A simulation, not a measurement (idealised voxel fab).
process module | voxel gate over fins
cross-section cut | 260 nm wide | cells 5 nm
A cross-section is a grid of square cells, given in bands from the top down. A band is one or more rows of cells.
Each band's line starts with the height of the band's top and of its bottom, in nm. Then come its materials from left to right, each with its width in nm. One material with "throughout" fills the band from edge to edge. "air" is empty space.
Height 0 is the level under which the wafer as received is all one material. The lowest band goes on downwards, as in "0 down".
A width such as "30 to 40" changes by the same amount from each row of cells to the next, from the band's top row to its bottom row.
"no change" after a step means that no cell of the cross-section changed.
closed voids: empty space of 8 cells or more with no open way to the top, each as width x height at its distance from the left edge, in nm
after a step's settings: what the simulator itself notes on the step
overlay nm, on a step with a mask: how far to the right of its planned place the mask lay; to the left if negative
plan
1 op RECEIVE | material Si
2 op CONFORMAL_DEP | material SiN | thk nm 5
3 op PATTERN | tone cover | mask id FINS | material resist | width nm 15 | pitch nm 60 | thk nm 20 | overlay nm 0
4 op DIRECTIONAL_ETCH | etch materials SiN | depth nm 5
5 op DIRECTIONAL_ETCH | etch materials Si | depth nm 40
6 op STRIP | etch materials resist
7 op OXIDIZE | depth nm 5
8 op FILL_DEP | material SiO2 | thk nm 10
9 op CMP | height nm 5
10 op PATTERN | tone open | mask id RAIL | material resist | width nm 15 | thk nm 15 | overlay nm 0
11 op DIRECTIONAL_ETCH | etch materials SiO2 | depth nm 40
12 op STRIP | etch materials resist
13 op CONFORMAL_DEP | material TiN | thk nm 5
14 op FILL_DEP | material Ru | thk nm 5
15 op CMP | height nm 5
16 op SELECTIVE_ETCH | etch materials W Ru TiN | depth nm 30
17 op FILL_DEP | material SiO2 | thk nm 5
18 op CMP | height nm 5
19 op SELECTIVE_ETCH | etch materials SiO2 | depth nm 20
20 op STRIP | etch materials SiN
21 op CONFORMAL_DEP | material HfO2 | thk nm 5
22 op CONFORMAL_DEP | material TiN | thk nm 5
23 op CONFORMAL_DEP | material TiAl | thk nm 5
24 op CONFORMAL_DEP | material TiN | thk nm 5
25 op FILL_DEP | material W | thk nm 15
26 op CMP | height nm 30
27 op CONFORMAL_DEP | material SiCN | thk nm 10
as received, after step 1
  0 down: Si throughout
  closed voids: none
a wafer at the end: this start, this plan, one mistake
  40 to 30: SiCN throughout
  30 to 25: W throughout
  25 to 20: W 75 | TiN 45 | W 140
  20 to 15: W 45 | TiN 35 | TiAl 35 | TiN 35 | W 15 | TiN 45 | W 50
  15 to 10: W 45 | TiN 5 | TiAl 35 | TiN 25 | TiAl 35 | TiN 5 | W 15 | TiN 5 | TiAl 35 | TiN 5 | W 50
  10 to 5: W 45 | TiN 5 | TiAl 5 | TiN 25 | TiAl 5 | TiN 5 | HfO2 15 | TiN 5 | TiAl 5 | TiN 25 | TiAl 5 | TiN 5 | W 15 | TiN 5 | TiAl 5 | TiN 25 | TiAl 5 | TiN 5 | W 50
  5 to 0: TiN 50 | TiAl 5 | TiN 5 | HfO2 15 | TiN 5 | TiAl 5 | TiN 5 | HfO2 5 | Ru 5 | HfO2 5 | TiN 5 | TiAl 5 | TiN 5 | HfO2 15 | TiN 5 | TiAl 5 | TiN 25 | TiAl 5 | TiN 5 | HfO2 15 | TiN 5 | TiAl 5 | TiN 55
  0 to -5: TiAl 55 | TiN 5 | HfO2 5 | Si 5 | HfO2 5 | TiN 5 | TiAl 5 | TiN 5 | HfO2 5 | Ru 5 | HfO2 5 | TiN 5 | TiAl 5 | TiN 5 | HfO2 5 | Si 5 | HfO2 5 | TiN 5 | TiAl 35 | TiN 5 | HfO2 5 | Si 5 | HfO2 5 | TiN 5 | TiAl 60
  -5 to -10: TiN 60 | HfO2 5 | Si 5 | HfO2 5 | TiN 15 | HfO2 5 | Ru 5 | HfO2 5 | TiN 15 | HfO2 5 | Si 5 | HfO2 5 | TiN 45 | HfO2 5 | Si 5 | HfO2 5 | TiN 65
  -10 to -15: HfO2 65 | Si 5 | HfO2 25 | Ru 5 | HfO2 25 | Si 5 | HfO2 55 | Si 5 | HfO2 70
  -15 to -25: SiO2 65 | Si 5 | SiO2 25 | Ru 5 | SiO2 25 | Si 5 | SiO2 55 | Si 5 | SiO2 70
  -25 to -30: SiO2 65 | Si 5 | SiO2 20 | TiN 5 | Ru 5 | TiN 5 | SiO2 20 | Si 5 | SiO2 55 | Si 5 | SiO2 70
  -30 to -35: SiO2 65 | Si 5 | SiO2 20 | TiN 15 | SiO2 20 | Si 5 | SiO2 55 | Si 5 | SiO2 70
  -35 to -45: SiO2 65 | Si 5 | SiO2 55 | Si 5 | SiO2 55 | Si 5 | SiO2 70
  -45 down: Si throughout
  closed voids: none
what went wrong: step 16 ran as: op SELECTIVE_ETCH | etch materials TiN | depth nm 30
